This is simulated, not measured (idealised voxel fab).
A process module follows: voxel transistor to metal.
Square cell edge 5 nm, section width 285 nm, ID cut.
In what follows, cross-sections appear as grids of square cells, described through bands that run from the top down, where every band is one or more rows of cells.
Quick guide to a band line: top height, bottom height (nm) up front; then every material left to right with its width in nm. Only one material and it's marked "all across"? Then it fills the band edge to edge. And "empty" just means empty space.
Heights are measured from 0, the level below which the as-received wafer is all one material; the lowest band has no bottom and continues downward, written as in "0 -> down".
It should be noted that a width expressed as "30->40" varies in equal increments from row to row of cells within the band, taking the value of the first number at the top row and that of the second number at the bottom row.
Where the words "identical to before" appear for a step, the cross-section shows no cell changed by that step; every cell remained as before.
"Voids lacking openings" - sealed voids, min. 8 cells, no opening to top; format: width x height at distance (distance from left edge; nm throughout).
Formally, on a step line, whatever follows the settings is a remark that the simulator itself makes on the step.
Among the settings permitted on a step's line is "overlay nm"; applied to a step with a mask, it specifies the extent to which the mask lay to the right of its planned position, whereas a negative figure signifies a position to the left.

-- Listed below are the process steps as planned
- 1: RECEIVE, material Si
- 2: CONFORMAL_DEP, material SiO2, thk nm 5
- 3: CONFORMAL_DEP, material SiN, thk nm 10
- 4: DIRECTIONAL_DEP, material aC, thk nm 10
- 5: PATTERN, tone cover, mask id ACTIVE, material resist, width nm 90, pitch nm 115, thk nm 25, overlay nm 0
- 6: DIRECTIONAL_ETCH, etch materials aC, depth nm 10
- 7: STRIP, etch materials resist
- 8: DIRECTIONAL_ETCH, etch materials SiN, depth nm 10
- 9: DIRECTIONAL_ETCH, etch materials SiO2, depth nm 5
- 10: DIRECTIONAL_ETCH, etch materials Si, depth nm 25
- 11: STRIP, etch materials aC
- 12: FILL_DEP, material SiO2, thk nm 10
- 13: CMP, height nm 15
- 14: SELECTIVE_ETCH, etch materials SiO2, depth nm 10
- 15: STRIP, etch materials SiN
- 16: SELECTIVE_ETCH, etch materials SiO2, depth nm 5
- 17: OXIDIZE, depth nm 5
- 18: DIRECTIONAL_DEP, material polySi, thk nm 30
- 19: DIRECTIONAL_DEP, material SiCN, thk nm 15
- 20: PATTERN, tone cover, mask id GATE, material resist, width nm 20, pitch nm 115, thk nm 20, overlay nm 0
- 21: DIRECTIONAL_ETCH, etch materials SiCN, depth nm 25
- 22: DIRECTIONAL_ETCH, etch materials polySi, depth nm 40
- 23: STRIP, etch materials resist
- 24: CONFORMAL_DEP, material SiO2, thk nm 5
- 25: DIRECTIONAL_ETCH, etch materials SiO2, depth nm 5
- 26: CONFORMAL_DEP, material SiN, thk nm 5
- 27: DIRECTIONAL_ETCH, etch materials SiN, depth nm 5
- 28: DIRECTIONAL_ETCH, etch materials SiO2, depth nm 5
- 29: DIRECTIONAL_ETCH, etch materials Si, depth nm 10
- 30: EPI, material SiGe, thk nm 15
- 31: FILL_DEP, material SiO2, thk nm 5
- 32: CMP, height nm 45
- 33: DIRECTIONAL_DEP, material SiO2, thk nm 15
- 34: PATTERN, tone open, mask id CONTACT, material resist, width nm 15, thk nm 20, overlay nm 0
- 35: DIRECTIONAL_ETCH, etch materials SiO2, depth nm 60
- 36: STRIP, etch materials resist
- 37: CONFORMAL_DEP, material TiN, thk nm 5
- 38: FILL_DEP, material Ru, thk nm 10
- 39: CMP, height nm 60
- 40: CONFORMAL_DEP, material SiCN, thk nm 5
- 41: DIRECTIONAL_DEP, material lowk, thk nm 15
- 42: PATTERN, tone open, mask id METAL_1, material resist, width nm 15, thk nm 15, overlay nm 0
- 43: DIRECTIONAL_ETCH, etch materials lowk, depth nm 15
- 44: DIRECTIONAL_ETCH, etch materials SiCN, depth nm 5
- 45: STRIP, etch materials resist
- 46: CONFORMAL_DEP, material TiN, thk nm 5
- 47: FILL_DEP, material W, thk nm 5
- 48: CMP, height nm 80
- 49: CONFORMAL_DEP, material SiCN, thk nm 5
- 50: DIRECTIONAL_DEP, material lowk, thk nm 30
- 51: DIRECTIONAL_DEP, material aC, thk nm 15
- 52: PATTERN, tone open, mask id METAL_2, material resist, width nm 15, pitch nm 115, thk nm 30, overlay nm 0
- 53: DIRECTIONAL_ETCH, etch materials aC, depth nm 15
- 54: STRIP, etch materials resist
- 55: DIRECTIONAL_ETCH, etch materials lowk, depth nm 20
- 56: STRIP, etch materials aC
- 57: PATTERN, tone open, mask id METAL_2_HOLES, material resist, width nm 15, pitch nm 115, thk nm 20, overlay nm 0
- 58: DIRECTIONAL_ETCH, etch materials lowk, depth nm 10
- 59: DIRECTIONAL_ETCH, etch materials SiCN, depth nm 5
- 60: STRIP, etch materials resist
- 61: CONFORMAL_DEP, material TiN, thk nm 5
- 62: FILL_DEP, material Cu, thk nm 5
- 63: CMP, height nm 115
- 64: CONFORMAL_DEP, material SiN, thk nm 5
The width nm used in step 57 is not the same on every wafer, whereas the starting condition is; the value printed in the plan is the first wafer's.

-- Cross-section, first of several wafers, as delivered after step 1
- 0 -> down = Si all across
- Voids lacking openings: none

-- Here is how to read the rows: every wafer has a row, and it shows the wafer at the end of the module, giving for each material how many cells were gained (+) or lost (-) since the wafer was received, then listing its closed voids
width nm 15 | +12 Cu | +36 Ru | -181 Si | +120 SiCN | +88 SiGe | +93 SiN | +541 SiO2 | +158 TiN | +12 W | +441 lowk | +48 polySi | Voids lacking openings: none
width nm 20 | +14 Cu | +36 Ru | -181 Si | +120 SiCN | +88 SiGe | +93 SiN | +541 SiO2 | +160 TiN | +12 W | +437 lowk | +48 polySi | Voids lacking openings: none
width nm 25 | +16 Cu | +36 Ru | -181 Si | +120 SiCN | +88 SiGe | +93 SiN | +541 SiO2 | +162 TiN | +12 W | +433 lowk | +48 polySi | Voids lacking openings: none
width nm 30 | +18 Cu | +36 Ru | -181 Si | +120 SiCN | +88 SiGe | +93 SiN | +541 SiO2 | +164 TiN | +12 W | +429 lowk | +48 polySi | Voids lacking openings: none
